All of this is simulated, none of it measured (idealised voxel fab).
process module | voxel self aligned vias
cross-section cut | 270 nm wide | cells 5 nm
A cross-section is a grid of square cells, given in bands from the top down. A band is one or more rows of cells.
Each band's line starts with the height of the band's top and of its bottom, in nm. Then come its materials from left to right, each with its width in nm. One material with "throughout" fills the band from edge to edge. "air" is empty space.
Height 0 is the level under which the wafer as received is all one material. The lowest band goes on downwards, as in "0 down".
A width such as "30 to 40" changes by the same amount from each row of cells to the next, from the band's top row to its bottom row.
"no change" after a step means that no cell of the cross-section changed.
closed voids: empty space of 8 cells or more with no open way to the top, each as width x height at its distance from the left edge, in nm
after a step's settings: what the simulator itself notes on the step
overlay nm, on a step with a mask: how far to the right of its planned place the mask lay; to the left if negative
plan
1 op RECEIVE | material Si
2 op CONFORMAL_DEP | material SiO2 | thk nm 15
3 op CONFORMAL_DEP | material SiCN | thk nm 5
4 op DIRECTIONAL_DEP | material SiO2 | thk nm 25
5 op DIRECTIONAL_DEP | material aC | thk nm 15
6 op PATTERN | tone open | mask id LINES | material resist | width nm 25 | pitch nm 65 | thk nm 35 | overlay nm 0
7 op DIRECTIONAL_ETCH | etch materials aC | depth nm 15
8 op STRIP | etch materials resist
9 op DIRECTIONAL_ETCH | etch materials SiO2 | depth nm 25
10 op STRIP | etch materials aC
11 op CONFORMAL_DEP | material TiN | thk nm 5
12 op FILL_DEP | material W | thk nm 10
13 op CMP | height nm 45
14 op SELECTIVE_ETCH | etch materials W Ru TiN | depth nm 10
15 op FILL_DEP | material SiN | thk nm 10
16 op CMP | height nm 45
17 op DIRECTIONAL_DEP | material SiO2 | thk nm 20
18 op DIRECTIONAL_DEP | material aC | thk nm 15
19 op PATTERN | tone open | mask id VIAS | material resist | width nm 35 | pitch nm 65 | thk nm 35 | overlay nm 0
20 op DIRECTIONAL_ETCH | etch materials aC | depth nm 15
21 op STRIP | etch materials resist
22 op DIRECTIONAL_ETCH | etch materials SiO2 | depth nm 20
23 op DIRECTIONAL_ETCH | etch materials SiN | depth nm 10
24 op STRIP | etch materials aC
25 op CONFORMAL_DEP | material TiN | thk nm 5
26 op FILL_DEP | material W | thk nm 10
27 op CMP | height nm 65
28 op CONFORMAL_DEP | material SiN | thk nm 5
first wafer, as planned
as received, after step 1
  0 down: Si throughout
  closed voids: none
after step 2
  15 to 0: SiO2 throughout
  below 0: unchanged
after step 3
  20 to 15: SiCN throughout
  below 15: unchanged
after step 4
  45 to 20: SiO2 throughout
  below 20: unchanged
after step 5
  60 to 45: aC throughout
  below 45: unchanged
after step 6
  95 to 60: resist 90 | air 25 | resist 40 | air 25 | resist 90
  below 60: unchanged
after step 7
  80 to 60: resist 90 | air 25 | resist 40 | air 25 | resist 90
  60 to 45: aC 90 | air 25 | aC 40 | air 25 | aC 90
  below 45: unchanged
after step 8
  60 to 45: aC 90 | air 25 | aC 40 | air 25 | aC 90
  below 45: unchanged
after step 9
  60 to 45: aC 90 | air 25 | aC 40 | air 25 | aC 90
  45 to 20: SiO2 90 | air 25 | SiO2 40 | air 25 | SiO2 90
  below 20: unchanged
after step 10
  45 to 20: SiO2 90 | air 25 | SiO2 40 | air 25 | SiO2 90
  below 20: unchanged
after step 11
  50 to 45: TiN 95 | air 15 | TiN 50 | air 15 | TiN 95
  45 to 25: SiO2 90 | TiN 5 | air 15 | TiN 5 | SiO2 40 | TiN 5 | air 15 | TiN 5 | SiO2 90
  25 to 20: SiO2 90 | TiN 25 | SiO2 40 | TiN 25 | SiO2 90
  below 20: unchanged
after step 12
  60 to 50: W throughout
  50 to 45: TiN 95 | W 15 | TiN 50 | W 15 | TiN 95
  45 to 25: SiO2 90 | TiN 5 | W 15 | TiN 5 | SiO2 40 | TiN 5 | W 15 | TiN 5 | SiO2 90
  below 25: unchanged
after step 13
  45 to 25: SiO2 90 | TiN 5 | W 15 | TiN 5 | SiO2 40 | TiN 5 | W 15 | TiN 5 | SiO2 90
  below 25: unchanged
after step 14
  45 to 35: SiO2 90 | air 25 | SiO2 40 | air 25 | SiO2 90
  below 35: unchanged
after step 15
  55 to 45: SiN throughout
  45 to 35: SiO2 90 | SiN 25 | SiO2 40 | SiN 25 | SiO2 90
  below 35: unchanged
after step 16
  45 to 35: SiO2 90 | SiN 25 | SiO2 40 | SiN 25 | SiO2 90
  below 35: unchanged
after step 17
  65 to 45: SiO2 throughout
  below 45: unchanged
after step 18
  80 to 65: aC throughout
  below 65: unchanged
after step 19
  115 to 80: resist 85 | air 35 | resist 30 | air 35 | resist 85
  below 80: unchanged
after step 20
  100 to 80: resist 85 | air 35 | resist 30 | air 35 | resist 85
  80 to 65: aC 85 | air 35 | aC 30 | air 35 | aC 85
  below 65: unchanged
after step 21
  80 to 65: aC 85 | air 35 | aC 30 | air 35 | aC 85
  below 65: unchanged
after step 22
  80 to 65: aC 85 | air 35 | aC 30 | air 35 | aC 85
  65 to 45: SiO2 85 | air 35 | SiO2 30 | air 35 | SiO2 85
  below 45: unchanged
after step 23
  80 to 65: aC 85 | air 35 | aC 30 | air 35 | aC 85
  65 to 45: SiO2 85 | air 35 | SiO2 30 | air 35 | SiO2 85
  45 to 35: SiO2 90 | air 25 | SiO2 40 | air 25 | SiO2 90
  below 35: unchanged
after step 24
  65 to 45: SiO2 85 | air 35 | SiO2 30 | air 35 | SiO2 85
  below 45: unchanged
after step 25
  70 to 65: TiN 90 | air 25 | TiN 40 | air 25 | TiN 90
  65 to 50: SiO2 85 | TiN 5 | air 25 | TiN 5 | SiO2 30 | TiN 5 | air 25 | TiN 5 | SiO2 85
  50 to 40: SiO2 85 to 90 | TiN 10 to 5 | air 15 | TiN 10 to 5 | SiO2 30 to 40 | TiN 10 to 5 | air 15 | TiN 10 to 5 | SiO2 85 to 90
  40 to 35: SiO2 90 | TiN 25 | SiO2 40 | TiN 25 | SiO2 90
  below 35: unchanged
after step 26
  80 to 70: W throughout
  70 to 65: TiN 90 | W 25 | TiN 40 | W 25 | TiN 90
  65 to 50: SiO2 85 | TiN 5 | W 25 | TiN 5 | SiO2 30 | TiN 5 | W 25 | TiN 5 | SiO2 85
  50 to 40: SiO2 85 to 90 | TiN 10 to 5 | W 15 | TiN 10 to 5 | SiO2 30 to 40 | TiN 10 to 5 | W 15 | TiN 10 to 5 | SiO2 85 to 90
  below 40: unchanged
after step 27
  65 to 50: SiO2 85 | TiN 5 | W 25 | TiN 5 | SiO2 30 | TiN 5 | W 25 | TiN 5 | SiO2 85
  below 50: unchanged
after step 28
  70 to 65: SiN throughout
  below 65: unchanged
second wafer: like start, like plan, one mistake. Through step 5 it matches the first wafer
when step 6 should have ended
  95 to 60: air 90 | resist 25 | air 40 | resist 25 | air 90
  below 60: unchanged
when step 7 should have ended
  80 to 60: air 90 | resist 25 | air 40 | resist 25 | air 90
  60 to 45: air 90 | aC 25 | air 40 | aC 25 | air 90
  below 45: unchanged
when step 8 should have ended
  60 to 45: air 90 | aC 25 | air 40 | aC 25 | air 90
  below 45: unchanged
when step 9 should have ended
  60 to 45: air 90 | aC 25 | air 40 | aC 25 | air 90
  45 to 20: air 90 | SiO2 25 | air 40 | SiO2 25 | air 90
  below 20: unchanged
when step 10 should have ended
  45 to 20: air 90 | SiO2 25 | air 40 | SiO2 25 | air 90
  below 20: unchanged
when step 11 should have ended
  50 to 45: air 85 | TiN 35 | air 30 | TiN 35 | air 85
  45 to 25: air 85 | TiN 5 | SiO2 25 | TiN 5 | air 30 | TiN 5 | SiO2 25 | TiN 5 | air 85
  25 to 20: TiN 90 | SiO2 25 | TiN 40 | SiO2 25 | TiN 90
  below 20: unchanged
when step 12 should have ended
  60 to 50: W throughout
  50 to 45: W 85 | TiN 35 | W 30 | TiN 35 | W 85
  45 to 25: W 85 | TiN 5 | SiO2 25 | TiN 5 | W 30 | TiN 5 | SiO2 25 | TiN 5 | W 85
  below 25: unchanged
when step 13 should have ended
  45 to 25: W 85 | TiN 5 | SiO2 25 | TiN 5 | W 30 | TiN 5 | SiO2 25 | TiN 5 | W 85
  below 25: unchanged
when step 14 should have ended
  45 to 35: air 90 | SiO2 25 | air 40 | SiO2 25 | air 90
  below 35: unchanged
when step 15 should have ended
  55 to 45: SiN throughout
  45 to 35: SiN 90 | SiO2 25 | SiN 40 | SiO2 25 | SiN 90
  below 35: unchanged
when step 16 should have ended
  45 to 35: SiN 90 | SiO2 25 | SiN 40 | SiO2 25 | SiN 90
  below 35: unchanged
when step 17 should have ended
  65 to 45: SiO2 throughout
  below 45: unchanged
when step 18 should have ended
  80 to 65: aC throughout
  below 65: unchanged
when step 19 should have ended
  115 to 80: resist 85 | air 35 | resist 30 | air 35 | resist 85
  below 80: unchanged
when step 20 should have ended
  100 to 80: resist 85 | air 35 | resist 30 | air 35 | resist 85
  80 to 65: aC 85 | air 35 | aC 30 | air 35 | aC 85
  below 65: unchanged
when step 21 should have ended
  80 to 65: aC 85 | air 35 | aC 30 | air 35 | aC 85
  below 65: unchanged
when step 22 should have ended
  80 to 65: aC 85 | air 35 | aC 30 | air 35 | aC 85
  65 to 45: SiO2 85 | air 35 | SiO2 30 | air 35 | SiO2 85
  below 45: unchanged
when step 23 should have ended
  80 to 65: aC 85 | air 35 | aC 30 | air 35 | aC 85
  65 to 45: SiO2 85 | air 35 | SiO2 30 | air 35 | SiO2 85
  45 to 35: SiN 85 | air 5 | SiO2 25 | air 5 | SiN 30 | air 5 | SiO2 25 | air 5 | SiN 85
  below 35: unchanged
when step 24 should have ended
  65 to 45: SiO2 85 | air 35 | SiO2 30 | air 35 | SiO2 85
  below 45: unchanged
when step 25 should have ended
  70 to 65: TiN 90 | air 25 | TiN 40 | air 25 | TiN 90
  65 to 50: SiO2 85 | TiN 5 | air 25 | TiN 5 | SiO2 30 | TiN 5 | air 25 | TiN 5 | SiO2 85
  50 to 45: SiO2 85 | TiN 35 | SiO2 30 | TiN 35 | SiO2 85
  45 to 35: SiN 85 | TiN 5 | SiO2 25 | TiN 5 | SiN 30 | TiN 5 | SiO2 25 | TiN 5 | SiN 85
  below 35: unchanged
when step 26 should have ended
  80 to 70: W throughout
  70 to 65: TiN 90 | W 25 | TiN 40 | W 25 | TiN 90
  65 to 50: SiO2 85 | TiN 5 | W 25 | TiN 5 | SiO2 30 | TiN 5 | W 25 | TiN 5 | SiO2 85
  below 50: unchanged
when step 27 should have ended
  65 to 50: SiO2 85 | TiN 5 | W 25 | TiN 5 | SiO2 30 | TiN 5 | W 25 | TiN 5 | SiO2 85
  below 50: unchanged
when step 28 should have ended
  70 to 65: SiN throughout
  below 65: unchanged
what went wrong: step 6 ran as: op PATTERN | tone cover | mask id LINES | material resist | width nm 25 | pitch nm 65 | thk nm 35 | overlay nm 0
at the end the second wafer has, in cells: 80 more of SiN | 170 fewer of SiO2 | 34 more of TiN | 56 more of W
